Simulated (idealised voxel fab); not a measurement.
Process module in this document: voxel lift off
Section shown: cut. Width: 195 nm. Cell size: 5 nm, square.
Cross-section spec: square-cell grid; bands listed top down; each band is one or more rows.
It is stipulated that each band's entry specify, in nanometres, the height of the top of the band and then that of its bottom, followed by the materials of the band in left-to-right sequence, each together with its width in nanometres. A single material marked by the word "throughout" is understood to fill the band from edge to edge; the word "blank" is understood to denote empty space.
Height reference: 0 = level under which incoming wafer is all one material. Lowest band: no bottom, runs on downward, e.g. "from 0 down".
Width "30->40": first value at the band's top row of cells, second value at its bottom row, equal change from row to row.
Any step labelled "nothing was modified" changed none of the cells in the cross-section.
"Closed void catalog" enumerates empty spaces isolated from the top, with no open way to it, that contain at least 8 cells, giving each as width x height at distance from the left edge, all three in nm.
Heads up: the bit after the settings on a step's line is the simulator's remark on that step.
overlay nm: right-of-plan distance of the mask on a masked step; negative values mean left-of-plan.
Guide to the pairs. Each holds a before and an after cross-section around one process step; the after cross-section is cut off at the lowest band that changed. Look under the pair for the step between them and its settings. Pairs can come from different runs of this module on the same starting wafer, so a pair follows on from the one above it only where its entry headed "Ex-ante state" says it does.

Ex-ante state
* from 0 down: Si throughout
* Closed void catalog: none

Sectional Result
* from 10 to 0: SiN throughout
* Unchanged below 0.
* Closed void catalog: none
Process step bridging the above cross-sections: CONFORMAL_DEP with material SiN, thk nm 10

Ex-ante state: see preceding pair, after cross-section.

Sectional Result
* from 30 to 10: resist (20); blank (15); resist (30); blank (15); resist (30); blank (15); resist (30); blank (15); resist (25)
* Unchanged below 10.
* Closed void catalog: none
Process step bridging the above cross-sections: PATTERN with tone open, mask id LINES, material resist, width nm 15, pitch nm 45, thk nm 20, overlay nm 0

Ex-ante state: see preceding pair, after cross-section.

Sectional Result
* from 35 to 30: Ru (20); blank (15); Ru (30); blank (15); Ru (30); blank (15); Ru (30); blank (15); Ru (25)
* from 30 to 15: resist (20); blank (15); resist (30); blank (15); resist (30); blank (15); resist (30); blank (15); resist (25)
* from 15 to 10: resist (20); Ru (15); resist (30); Ru (15); resist (30); Ru (15); resist (30); Ru (15); resist (25)
* Unchanged below 10.
* Closed void catalog: none
Process step bridging the above cross-sections: DIRECTIONAL_DEP with material Ru, thk nm 5

Ex-ante state: see preceding pair, after cross-section.

Sectional Result
* from 15 to 10: blank (20); Ru (15); blank (30); Ru (15); blank (30); Ru (15); blank (30); Ru (15); blank (25)
* Unchanged below 10.
* Closed void catalog: none
Process step bridging the above cross-sections: STRIP with etch materials resist

Ex-ante state: see preceding pair, after cross-section.

Sectional Result
* from 20 to 15: blank (15); SiCN (25); blank (20); SiCN (25); blank (20); SiCN (25); blank (20); SiCN (25); blank (20)
* from 15 to 10: SiCN (20); Ru (15); SiCN (30); Ru (15); SiCN (30); Ru (15); SiCN (30); Ru (15); SiCN (25)
* Unchanged below 10.
* Closed void catalog: none
Process step bridging the above cross-sections: CONFORMAL_DEP with material SiCN, thk nm 5

Ex-ante state
* from 30 to 10: resist (20); blank (15); resist (30); blank (15); resist (30); blank (15); resist (30); blank (15); resist (25)
* from 10 to 0: SiN throughout
* from 0 down: Si throughout
* Closed void catalog: none

Sectional Result
* from 10 to 0: SiN throughout
* Unchanged below 0.
* Closed void catalog: none
Process step bridging the above cross-sections: STRIP with etch materials resist

Ex-ante state: see preceding pair, after cross-section.

Sectional Result
* from 15 to 10: SiCN throughout
* Unchanged below 10.
* Closed void catalog: none
Process step bridging the above cross-sections: CONFORMAL_DEP with material SiCN, thk nm 5

Ex-ante state
* from 15 to 10: blank (20); Ru (15); blank (30); Ru (15); blank (30); Ru (15); blank (30); Ru (15); blank (25)
* from 10 to 0: SiN throughout
* from 0 down: Si throughout
* Closed void catalog: none

Sectional Result
* from 30 to 25: blank (5); SiCN (180); blank (10)
* from 25 to 15: SiCN throughout
* from 15 to 10: SiCN (20); Ru (15); SiCN (30); Ru (15); SiCN (30); Ru (15); SiCN (30); Ru (15); SiCN (25)
* Unchanged below 10.
* Closed void catalog: none
Process step bridging the above cross-sections: CONFORMAL_DEP with material SiCN, thk nm 15

Ex-ante state
* from 10 to 0: SiN throughout
* from 0 down: Si throughout
* Closed void catalog: none

Sectional Result
* from 30 to 10: resist (15); blank (25); resist (20); blank (25); resist (20); blank (25); resist (20); blank (25); resist (20)
* Unchanged below 10.
* Closed void catalog: none
Process step bridging the above cross-sections: PATTERN with tone open, mask id LINES, material resist, width nm 25, pitch nm 45, thk nm 20, overlay nm 0

Ex-ante state: see preceding pair, after cross-section.

Sectional Result
* from 35 to 30: Ru (15); blank (25); Ru (20); blank (25); Ru (20); blank (25); Ru (20); blank (25); Ru (20)
* from 30 to 15: resist (15); blank (25); resist (20); blank (25); resist (20); blank (25); resist (20); blank (25); resist (20)
* from 15 to 10: resist (15); Ru (25); resist (20); Ru (25); resist (20); Ru (25); resist (20); Ru (25); resist (20)
* Unchanged below 10.
* Closed void catalog: none
Process step bridging the above cross-sections: DIRECTIONAL_DEP with material Ru, thk nm 5

Ex-ante state: see preceding pair, after cross-section.

Sectional Result
* from 15 to 10: blank (15); Ru (25); blank (20); Ru (25); blank (20); Ru (25); blank (20); Ru (25); blank (20)
* Unchanged below 10.
* Closed void catalog: none
Process step bridging the above cross-sections: STRIP with etch materials resist

Ex-ante state: see preceding pair, after cross-section.

Sectional Result
* from 20 to 15: blank (10); SiCN (35); blank (10); SiCN (35); blank (10); SiCN (35); blank (10); SiCN (35); blank (15)
* from 15 to 10: SiCN (15); Ru (25); SiCN (20); Ru (25); SiCN (20); Ru (25); SiCN (20); Ru (25); SiCN (20)
* Unchanged below 10.
* Closed void catalog: none
Process step bridging the above cross-sections: CONFORMAL_DEP with material SiCN, thk nm 5

Ex-ante state
* from 10 to 0: SiN throughout
* from 0 down: Si throughout
* Closed void catalog: none

Sectional Result
* from 30 to 10: resist (15); blank (15); resist (30); blank (15); resist (30); blank (15); resist (30); blank (15); resist (30)
* Unchanged below 10.
* Closed void catalog: none
Process step bridging the above cross-sections: PATTERN with tone open, mask id LINES, material resist, width nm 15, pitch nm 45, thk nm 20, overlay nm -5

Ex-ante state: see preceding pair, after cross-section.

Sectional Result
* from 35 to 30: Ru (15); blank (15); Ru (30); blank (15); Ru (30); blank (15); Ru (30); blank (15); Ru (30)
* from 30 to 15: resist (15); blank (15); resist (30); blank (15); resist (30); blank (15); resist (30); blank (15); resist (30)
* from 15 to 10: resist (15); Ru (15); resist (30); Ru (15); resist (30); Ru (15); resist (30); Ru (15); resist (30)
* Unchanged below 10.
* Closed void catalog: none
Process step bridging the above cross-sections: DIRECTIONAL_DEP with material Ru, thk nm 5

Ex-ante state: see preceding pair, after cross-section.

Sectional Result
* from 15 to 10: blank (15); Ru (15); blank (30); Ru (15); blank (30); Ru (15); blank (30); Ru (15); blank (30)
* Unchanged below 10.
* Closed void catalog: none
Process step bridging the above cross-sections: STRIP with etch materials resist

Ex-ante state: see preceding pair, after cross-section.

Sectional Result
* from 20 to 15: blank (10); SiCN (25); blank (20); SiCN (25); blank (20); SiCN (25); blank (20); SiCN (25); blank (25)
* from 15 to 10: SiCN (15); Ru (15); SiCN (30); Ru (15); SiCN (30); Ru (15); SiCN (30); Ru (15); SiCN (30)
* Unchanged below 10.
* Closed void catalog: none
Process step bridging the above cross-sections: CONFORMAL_DEP with material SiCN, thk nm 5

Ex-ante state
* from 30 to 10: resist (20); blank (15); resist (30); blank (15); resist (30); blank (15); resist (30); blank (15); resist (25)
* from 10 to 0: SiN throughout
* from 0 down: Si throughout
* Closed void catalog: none

Sectional Result
* from 35 to 30: SiN (20); blank (15); SiN (30); blank (15); SiN (30); blank (15); SiN (30); blank (15); SiN (25)
* from 30 to 15: resist (20); blank (15); resist (30); blank (15); resist (30); blank (15); resist (30); blank (15); resist (25)
* from 15 to 10: resist (20); SiN (15); resist (30); SiN (15); resist (30); SiN (15); resist (30); SiN (15); resist (25)
* Unchanged below 10.
* Closed void catalog: none
Process step bridging the above cross-sections: DIRECTIONAL_DEP with material SiN, thk nm 5

Ex-ante state: see preceding pair, after cross-section.

Sectional Result
* from 15 to 10: blank (20); SiN (15); blank (30); SiN (15); blank (30); SiN (15); blank (30); SiN (15); blank (25)
* Unchanged below 10.
* Closed void catalog: none
Process step bridging the above cross-sections: STRIP with etch materials resist

Ex-ante state: see preceding pair, after cross-section.

Sectional Result
* from 20 to 15: blank (15); SiCN (25); blank (20); SiCN (25); blank (20); SiCN (25); blank (20); SiCN (25); blank (20)
* from 15 to 10: SiCN (20); SiN (15); SiCN (30); SiN (15); SiCN (30); SiN (15); SiCN (30); SiN (15); SiCN (25)
* Unchanged below 10.
* Closed void catalog: none
Process step bridging the above cross-sections: CONFORMAL_DEP with material SiCN, thk nm 5

Ex-ante state
* from 10 to 0: SiN throughout
* from 0 down: Si throughout
* Closed void catalog: none

Sectional Result
* from 30 to 10: blank (20); resist (15); blank (30); resist (15); blank (30); resist (15); blank (30); resist (15); blank (25)
* Unchanged below 10.
* Closed void catalog: none
Process step bridging the above cross-sections: PATTERN with tone cover, mask id LINES, material resist, width nm 15, pitch nm 45, thk nm 20, overlay nm 0

Ex-ante state: see preceding pair, after cross-section.

Sectional Result
* from 35 to 30: blank (20); Ru (15); blank (30); Ru (15); blank (30); Ru (15); blank (30); Ru (15); blank (25)
* from 30 to 15: blank (20); resist (15); blank (30); resist (15); blank (30); resist (15); blank (30); resist (15); blank (25)
* from 15 to 10: Ru (20); resist (15); Ru (30); resist (15); Ru (30); resist (15); Ru (30); resist (15); Ru (25)
* Unchanged below 10.
* Closed void catalog: none
Process step bridging the above cross-sections: DIRECTIONAL_DEP with material Ru, thk nm 5

Ex-ante state: see preceding pair, after cross-section.

Sectional Result
* from 15 to 10: Ru (20); blank (15); Ru (30); blank (15); Ru (30); blank (15); Ru (30); blank (15); Ru (25)
* Unchanged below 10.
* Closed void catalog: none
Process step bridging the above cross-sections: STRIP with etch materials resist

Ex-ante state: see preceding pair, after cross-section.

Sectional Result
* from 20 to 15: SiCN (25); blank (5); SiCN (40); blank (5); SiCN (40); blank (5); SiCN (40); blank (5); SiCN (30)
* from 15 to 10: Ru (20); SiCN (15); Ru (30); SiCN (15); Ru (30); SiCN (15); Ru (30); SiCN (15); Ru (25)
* Unchanged below 10.
* Closed void catalog: none
Process step bridging the above cross-sections: CONFORMAL_DEP with material SiCN, thk nm 5
